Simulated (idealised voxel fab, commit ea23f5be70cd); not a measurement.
Title: Process Module voxel self aligned contacts
The figure presents cross-section cut, which has a width of 220 nm and is divided into square cells with an edge length of 5 nm.
Format of a cross-section: grid, square cells. Given as bands. Order: top down. Band: one or more rows of cells.
Heights first: top, then bottom, in nm. Then materials, left to right, each with a width in nm. "everywhere" on a single material: fills the band edge to edge. "empty": empty space.
Basically, 0 is our baseline, since under it the wafer straight out of the box is all one material. The bottom band has no lower end and keeps on going down, so it looks like "z 0 and below".
It should be noted that a width expressed as "30..40" varies in equal increments from row to row of cells within the band, taking the value of the first number at the top row and that of the second number at the bottom row.
The designation "stayed the same", where it is given for a processing step, indicates that no cell of the cross-section was altered in the course of that step.
The label "Cavities, closed" introduces a list of the empty spaces, 8 cells or larger, that have no open way up to the top; each entry in it reads width x height at distance, where the distance is taken from the left edge and all three are stated in nm.
It should be noted that, on the line of a given step, the content following the step's settings is a remark produced by the simulator itself with respect to that step.
A step's line can hold "overlay nm"; with a mask on that step, the setting says how far right of the planned place the mask lay, while a negative setting says it lay to the left.

## plan
1: RECEIVE | material Si
2: CONFORMAL_DEP | material SiO2 | thk nm 5
3: DIRECTIONAL_DEP | material polySi | thk nm 25
4: DIRECTIONAL_DEP | material SiN | thk nm 15
5: MASKED_ETCH | tone cover | mask id GATE | width nm 35 | pitch nm 70 | etch materials SiN | depth nm 15 | overlay nm 0
6: MASKED_ETCH | tone cover | mask id GATE | width nm 35 | pitch nm 70 | etch materials polySi | depth nm 25 | overlay nm 0
7: CONFORMAL_DEP | material SiN | thk nm 5
8: DIRECTIONAL_ETCH | etch materials SiN | depth nm 5
9: FILL_DEP | material SiO2 | thk nm 10
10: CMP | height nm 50
11: PATTERN | tone open | mask id CONTACT | material resist | width nm 45 | thk nm 15 | overlay nm 0
12: DIRECTIONAL_ETCH | etch materials SiO2 | depth nm 50
13: STRIP | etch materials resist
14: CONFORMAL_DEP | material TiN | thk nm 5
15: FILL_DEP | material Ru | thk nm 10
16: CMP | height nm 50
17: CONFORMAL_DEP | material SiN | thk nm 5

## The first of two wafers, run as planned

## So this is the incoming wafer in cross-section - it's already been through step 1
    z 0 and below = Si everywhere
    Cavities, closed: none

## The wafer in cross-section once step 2 is complete
    z 5 to 0 = SiO2 everywhere
    Nothing below the height 0 has changed.

## The wafer in cross-section once step 3 is complete
    z 30 to 5 = polySi everywhere
    Nothing below the height 5 has changed.

## The wafer in cross-section once step 4 is complete
    z 45 to 30 = SiN everywhere
    Nothing below the height 30 has changed.

## The wafer in cross-section once step 5 is complete
    z 45 to 30 = empty (55) | SiN (35) | empty (35) | SiN (35) | empty (60)
    Nothing below the height 30 has changed.

## The wafer in cross-section once step 6 is complete
    z 45 to 30 = empty (55) | SiN (35) | empty (35) | SiN (35) | empty (60)
    z 30 to 5 = empty (55) | polySi (35) | empty (35) | polySi (35) | empty (60)
    Nothing below the height 5 has changed.

## The wafer in cross-section once step 7 is complete
    z 50 to 30 = empty (50) | SiN (45) | empty (25) | SiN (45) | empty (55)
    z 30 to 10 = empty (50) | SiN (5) | polySi (35) | SiN (5) | empty (25) | SiN (5) | polySi (35) | SiN (5) | empty (55)
    z 10 to 5 = SiN (55) | polySi (35) | SiN (35) | polySi (35) | SiN (60)
    Nothing below the height 5 has changed.

## The wafer in cross-section once step 8 is complete
    z 45 to 30 = empty (50) | SiN (45) | empty (25) | SiN (45) | empty (55)
    z 30 to 5 = empty (50) | SiN (5) | polySi (35) | SiN (5) | empty (25) | SiN (5) | polySi (35) | SiN (5) | empty (55)
    Nothing below the height 5 has changed.

## The wafer in cross-section once step 9 is complete
    z 55 to 45 = SiO2 everywhere
    z 45 to 30 = SiO2 (50) | SiN (45) | SiO2 (25) | SiN (45) | SiO2 (55)
    z 30 to 5 = SiO2 (50) | SiN (5) | polySi (35) | SiN (5) | SiO2 (25) | SiN (5) | polySi (35) | SiN (5) | SiO2 (55)
    Nothing below the height 5 has changed.

## The wafer in cross-section once step 10 is complete
    z 50 to 45 = SiO2 everywhere
    Nothing below the height 45 has changed.

## The wafer in cross-section once step 11 is complete
    z 65 to 50 = resist (85) | empty (45) | resist (90)
    Nothing below the height 50 has changed.

## The wafer in cross-section once step 12 is complete
    z 65 to 50 = resist (85) | empty (45) | resist (90)
    z 50 to 45 = SiO2 (85) | empty (45) | SiO2 (90)
    z 45 to 30 = SiO2 (50) | SiN (45) | empty (25) | SiN (45) | SiO2 (55)
    z 30 to 5 = SiO2 (50) | SiN (5) | polySi (35) | SiN (5) | empty (25) | SiN (5) | polySi (35) | SiN (5) | SiO2 (55)
    z 5 to 0 = SiO2 (95) | empty (25) | SiO2 (100)
    Nothing below the height 0 has changed.

## The wafer in cross-section once step 13 is complete
    z 50 to 45 = SiO2 (85) | empty (45) | SiO2 (90)
    Nothing below the height 45 has changed.

## The wafer in cross-section once step 14 is complete
    z 55 to 50 = TiN (90) | empty (35) | TiN (95)
    z 50 to 45 = SiO2 (85) | TiN (15) | empty (15) | TiN (15) | SiO2 (90)
    z 45 to 30 = SiO2 (50) | SiN (45) | TiN (5) | empty (15) | TiN (5) | SiN (45) | SiO2 (55)
    z 30 to 5 = SiO2 (50) | SiN (5) | polySi (35) | SiN (5) | TiN (5) | empty (15) | TiN (5) | SiN (5) | polySi (35) | SiN (5) | SiO2 (55)
    z 5 to 0 = SiO2 (95) | TiN (25) | SiO2 (100)
    Nothing below the height 0 has changed.

## The wafer in cross-section once step 15 is complete
    z 65 to 55 = Ru everywhere
    z 55 to 50 = TiN (90) | Ru (35) | TiN (95)
    z 50 to 45 = SiO2 (85) | TiN (15) | Ru (15) | TiN (15) | SiO2 (90)
    z 45 to 30 = SiO2 (50) | SiN (45) | TiN (5) | Ru (15) | TiN (5) | SiN (45) | SiO2 (55)
    z 30 to 5 = SiO2 (50) | SiN (5) | polySi (35) | SiN (5) | TiN (5) | Ru (15) | TiN (5) | SiN (5) | polySi (35) | SiN (5) | SiO2 (55)
    Nothing below the height 5 has changed.

## The wafer in cross-section once step 16 is complete
    z 50 to 45 = SiO2 (85) | TiN (15) | Ru (15) | TiN (15) | SiO2 (90)
    Nothing below the height 45 has changed.

## The wafer in cross-section once step 17 is complete
    z 55 to 50 = SiN everywhere
    Nothing below the height 50 has changed.

## Wafer two of the pair: same origin, same plan, one error during the run; identical to wafer one up to and including step 6

Cross-sectional view of the second wafer at the intended end time of process step 7: stayed the same

## Cross-sectional view of the second wafer at the intended end time of process step 8
    z 40 to 30 = empty (55) | SiN (35) | empty (35) | SiN (35) | empty (60)
    Nothing below the height 30 has changed.

## Cross-sectional view of the second wafer at the intended end time of process step 9
    z 50 to 40 = SiO2 everywhere
    z 40 to 30 = SiO2 (55) | SiN (35) | SiO2 (35) | SiN (35) | SiO2 (60)
    z 30 to 5 = SiO2 (55) | polySi (35) | SiO2 (35) | polySi (35) | SiO2 (60)
    Nothing below the height 5 has changed.

Cross-sectional view of the second wafer at the intended end time of process step 10: stayed the same

## Cross-sectional view of the second wafer at the intended end time of process step 11
    z 65 to 50 = resist (85) | empty (45) | resist (90)
    Nothing below the height 50 has changed.

## Cross-sectional view of the second wafer at the intended end time of process step 12
    z 65 to 50 = resist (85) | empty (45) | resist (90)
    z 50 to 40 = SiO2 (85) | empty (45) | SiO2 (90)
    z 40 to 30 = SiO2 (55) | SiN (35) | empty (35) | SiN (35) | SiO2 (60)
    z 30 to 5 = SiO2 (55) | polySi (35) | empty (35) | polySi (35) | SiO2 (60)
    z 5 to 0 = SiO2 (90) | empty (35) | SiO2 (95)
    Nothing below the height 0 has changed.

## Cross-sectional view of the second wafer at the intended end time of process step 13
    z 50 to 40 = SiO2 (85) | empty (45) | SiO2 (90)
    Nothing below the height 40 has changed.

## Cross-sectional view of the second wafer at the intended end time of process step 14
    z 55 to 50 = TiN (90) | empty (35) | TiN (95)
    z 50 to 40 = SiO2 (85) | TiN (5..10) | empty (35..25) | TiN (5..10) | SiO2 (90)
    z 40 to 30 = SiO2 (55) | SiN (35) | TiN (5) | empty (25) | TiN (5) | SiN (35) | SiO2 (60)
    z 30 to 5 = SiO2 (55) | polySi (35) | TiN (5) | empty (25) | TiN (5) | polySi (35) | SiO2 (60)
    z 5 to 0 = SiO2 (90) | TiN (35) | SiO2 (95)
    Nothing below the height 0 has changed.

## Cross-sectional view of the second wafer at the intended end time of process step 15
    z 65 to 55 = Ru everywhere
    z 55 to 50 = TiN (90) | Ru (35) | TiN (95)
    z 50 to 40 = SiO2 (85) | TiN (5..10) | Ru (35..25) | TiN (5..10) | SiO2 (90)
    z 40 to 30 = SiO2 (55) | SiN (35) | TiN (5) | Ru (25) | TiN (5) | SiN (35) | SiO2 (60)
    z 30 to 5 = SiO2 (55) | polySi (35) | TiN (5) | Ru (25) | TiN (5) | polySi (35) | SiO2 (60)
    Nothing below the height 5 has changed.

## Cross-sectional view of the second wafer at the intended end time of process step 16
    z 50 to 40 = SiO2 (85) | TiN (5..10) | Ru (35..25) | TiN (5..10) | SiO2 (90)
    Nothing below the height 40 has changed.

## Cross-sectional view of the second wafer at the intended end time of process step 17
    z 55 to 50 = SiN everywhere
    Nothing below the height 50 has changed.
What broke from the plan during processing? step 7 of the plan was omitted and not executed
Final tally in cells, some materials are higher or lower on the second wafer than on the first: +20 Ru; -46 SiN; +26 SiO2
